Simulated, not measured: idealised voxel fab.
voxel capacitor over wiring: a process module
155 nm wide, 5 nm square cells: that's cross-section cut.
Think of the cross-section as a grid of square cells. We describe it in bands, top to bottom, and each band covers one or more rows of those cells. Within each band entry, the heights of the top and of the bottom of the band appear first, in that order and in nm; the materials of the band then follow from left to right, each with its corresponding width in nm. The designation "full width" on a single material indicates that it fills the band from edge to edge; the designation "empty" indicates empty space. Zero point of the height axis is 0; under it, received wafer = one material. Lowest band: continues down indefinitely, "0 down". Graded width ("30 to 40"): value in top row of band = first number; value in bottom row = second number; row-to-row change constant. When a step is marked "nothing altered", none of the cells in the cross-section changed during that step. "Sealed void inventory" lists enclosed empty spaces (at least 8 cells, no open path upward to the top), each as width x height at distance from the left edge, in nm. That trailing text on a step's line, after the settings, is the simulator's own remark on the step. When a step includes a mask, the "overlay nm" setting on its line states how far to the right of its planned place that mask lay, and negative values state how far to the left.

These are the steps we planned for the process
step 1: RECEIVE,material Si
step 2: CONFORMAL_DEP,material SiO2,thk nm 10
step 3: CONFORMAL_DEP,material SiN,thk nm 5
step 4: DIRECTIONAL_DEP,material SiO2,thk nm 25
step 5: DIRECTIONAL_DEP,material aC,thk nm 10
step 6: PATTERN,tone open,mask id METAL_1,material resist,width nm 25,pitch nm 80,thk nm 25,overlay nm 0
step 7: DIRECTIONAL_ETCH,etch materials aC,depth nm 10
step 8: STRIP,etch materials resist
step 9: DIRECTIONAL_ETCH,etch materials SiO2,depth nm 25
step 10: DIRECTIONAL_ETCH,etch materials SiN,depth nm 5
step 11: STRIP,etch materials aC
step 12: CONFORMAL_DEP,material TiN,thk nm 5
step 13: FILL_DEP,material Cu,thk nm 5
step 14: CMP,height nm 40
step 15: CONFORMAL_DEP,material SiCN,thk nm 5
step 16: DIRECTIONAL_DEP,material lowk,thk nm 15
step 17: DIRECTIONAL_DEP,material aC,thk nm 15
step 18: PATTERN,tone open,mask id PLUG_1,material resist,width nm 15,thk nm 30,overlay nm 0
step 19: DIRECTIONAL_ETCH,etch materials aC,depth nm 15
step 20: STRIP,etch materials resist
step 21: DIRECTIONAL_ETCH,etch materials lowk,depth nm 15
step 22: DIRECTIONAL_ETCH,etch materials SiCN,depth nm 5
step 23: STRIP,etch materials aC
step 24: EPI,material Ru,thk nm 10
step 25: EPI,material Ru,thk nm 10
step 26: DIRECTIONAL_DEP,material TiN,thk nm 5
step 27: DIRECTIONAL_DEP,material Al2O3,thk nm 5
step 28: DIRECTIONAL_DEP,material TiN,thk nm 5
step 29: PATTERN,tone cover,mask id UPPER_PLATE,material resist,width nm 60,thk nm 15,overlay nm 0
step 30: DIRECTIONAL_ETCH,etch materials TiN,depth nm 5
step 31: DIRECTIONAL_ETCH,etch materials Al2O3,depth nm 5
step 32: STRIP,etch materials resist
step 33: MASKED_ETCH,tone cover,mask id LOWER_PLATE,width nm 70,etch materials TiN,depth nm 5,overlay nm 0
step 34: FILL_DEP,material SiO2,thk nm 15
step 35: CMP,height nm 85
step 36: PATTERN,tone open,mask id PLUG_2,material resist,width nm 15,thk nm 15,overlay nm 0
step 37: DIRECTIONAL_ETCH,etch materials SiO2,depth nm 10
step 38: STRIP,etch materials resist
step 39: CONFORMAL_DEP,material TiN,thk nm 5
step 40: FILL_DEP,material W,thk nm 5
step 41: CMP,height nm 85
step 42: CONFORMAL_DEP,material SiN,thk nm 5

Cross-section of the wafer as it came to us, i.e., already through step 1
  0 down  Si full width
  Sealed void inventory: none

Sectioned view, first of two wafers, at the close of the module, processed as intended in the plan
  90 to 85  SiN full width
  85 to 80  45 nm SiO2 | 5 nm TiN | 5 nm W | 5 nm TiN | 95 nm SiO2
  80 to 70  45 to 35 nm SiO2 | 15 to 60 nm TiN | 95 to 60 nm SiO2
  70 to 65  35 nm SiO2 | 60 nm Al2O3 | 60 nm SiO2
  65 to 60  30 nm SiO2 | 70 nm TiN | 55 nm SiO2
  60 to 45  35 nm lowk | 15 nm Ru | 105 nm lowk
  45 to 40  35 nm SiCN | 15 nm Ru | 105 nm SiCN
  40 to 15  25 nm SiO2 | 5 nm TiN | 15 nm Cu | 5 nm TiN | 55 nm SiO2 | 5 nm TiN | 15 nm Cu | 5 nm TiN | 25 nm SiO2
  15 to 10  25 nm SiN | 25 nm TiN | 55 nm SiN | 25 nm TiN | 25 nm SiN
  10 to 0  SiO2 full width
  0 down  Si full width
  Sealed void inventory: none

Presented here is a cross-section of the second of the two wafers as it stood at the end of the module. It was started in the same manner and assigned the same plan as the first wafer; however, one mistake was made in its execution
  90 to 85  SiN full width
  85 to 80  35 nm SiO2 | 25 nm TiN | 95 nm SiO2
  80 to 75  35 nm SiO2 | 25 nm Al2O3 | 95 nm SiO2
  75 to 70  30 nm SiO2 | 65 nm TiN | 60 nm SiO2
  70 to 65  25 nm SiO2 | 35 nm Ru | 35 nm Al2O3 | 60 nm SiO2
  65 to 60  25 nm SiO2 | 35 nm Ru | 40 nm TiN | 55 nm SiO2
  60 to 45  35 nm lowk | 15 nm Ru | 105 nm lowk
  45 to 40  35 nm SiCN | 15 nm Ru | 105 nm SiCN
  40 to 15  25 nm SiO2 | 5 nm TiN | 15 nm Cu | 5 nm TiN | 55 nm SiO2 | 5 nm TiN | 15 nm Cu | 5 nm TiN | 25 nm SiO2
  15 to 10  25 nm SiN | 25 nm TiN | 55 nm SiN | 25 nm TiN | 25 nm SiN
  10 to 0  SiO2 full width
  0 down  Si full width
  Sealed void inventory: none
The plan and the run diverged here: step run twice: one of 24 and 25 (identical), unknown which
at the end the second wafer has, in cells: 14 more of Ru; 8 fewer of SiO2; 5 fewer of TiN; 1 fewer of W
